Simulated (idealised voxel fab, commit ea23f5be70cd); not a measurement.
The document below concerns the process module designated voxel self aligned contacts.
Shown is cross-section cut, with a width of 235 nm and square cells of size 5 nm.
We lay out every cross-section as a grid of square cells and spell it out in bands from the top down, where one band means one or more rows of cells.
What a band's entry tells you: where the top is and where the bottom is, as heights in nm, and after that what lies inside, material by material from left to right, each with its width in nm. Empty space is written as the word "blank", and a single material marked with the word "full width" occupies the band from edge to edge.
Measure heights from 0. That's the level where, below it, the as-received wafer is all one material. The lowest band is bottomless and extends downward; write it as in "0..down".
Width spec "30 to 40" -> top row of cells at first value, bottom row at second value, equal per-row change in between.
You'll sometimes find "no modification" written for a step, and that's the way of saying that nowhere in the cross-section did a cell change during that step.
Enclosed voids (no open way to top), threshold 8 cells or more, entry "Enclosed void list", notation width x height at distance, distance from left edge, nm.
What comes after the settings on a step's line is commentary from the simulator itself on that step.
"overlay nm", when on a step's line for a step with a mask, measures how far to the right of its planned place the mask lay; a negative measure means to the left.

## Process steps foreseen in the plan
- 1: RECEIVE with material Si
- 2: OXIDIZE with depth nm 5
- 3: DIRECTIONAL_DEP with material polySi, thk nm 25
- 4: DIRECTIONAL_DEP with material SiN, thk nm 15
- 5: PATTERN with tone cover, mask id GATE, material resist, width nm 25, pitch nm 60, thk nm 15, overlay nm 0
- 6: DIRECTIONAL_ETCH with etch materials SiN, depth nm 15
- 7: DIRECTIONAL_ETCH with etch materials polySi, depth nm 25
- 8: STRIP with etch materials resist
- 9: CONFORMAL_DEP with material SiN, thk nm 5
- 10: DIRECTIONAL_ETCH with etch materials SiN, depth nm 5
- 11: FILL_DEP with material SiO2, thk nm 15
- 12: CMP with height nm 50
- 13: MASKED_ETCH with tone open, mask id CONTACT, width nm 45, etch materials SiO2, depth nm 55, overlay nm 0
- 14: CONFORMAL_DEP with material TiN, thk nm 5
- 15: FILL_DEP with material Ru, thk nm 10
- 16: CMP with height nm 50
- 17: CONFORMAL_DEP with material SiN, thk nm 5

## Incoming wafer in cross-section (state: after step 1)
0..down | Si full width
Enclosed void list: none

## Starting structure and process plan are as shown above, but one mistake was made in running the module; the wafer cross-section at the end of the module follows
55..50 | SiN full width
50..40 | SiO2 95 nm, then SiN 5 to 15 nm, then Ru 35 to 15 nm, then SiN 5 to 15 nm, then SiO2 95 nm
40..25 | SiO2 70 nm, then SiN 40 nm, then Ru 15 nm, then SiN 40 nm, then SiO2 70 nm
25..0 | SiO2 70 nm, then SiN 5 nm, then polySi 25 nm, then SiN 10 nm, then Ru 15 nm, then SiN 10 nm, then polySi 25 nm, then SiN 5 nm, then SiO2 70 nm
0..-5 | SiO2 105 nm, then SiN 25 nm, then SiO2 105 nm
-5..down | Si full width
Enclosed void list: none
What was done differently from what was planned? step 14 did not happen as planned, as run it was CONFORMAL_DEP with material SiN, thk nm 5
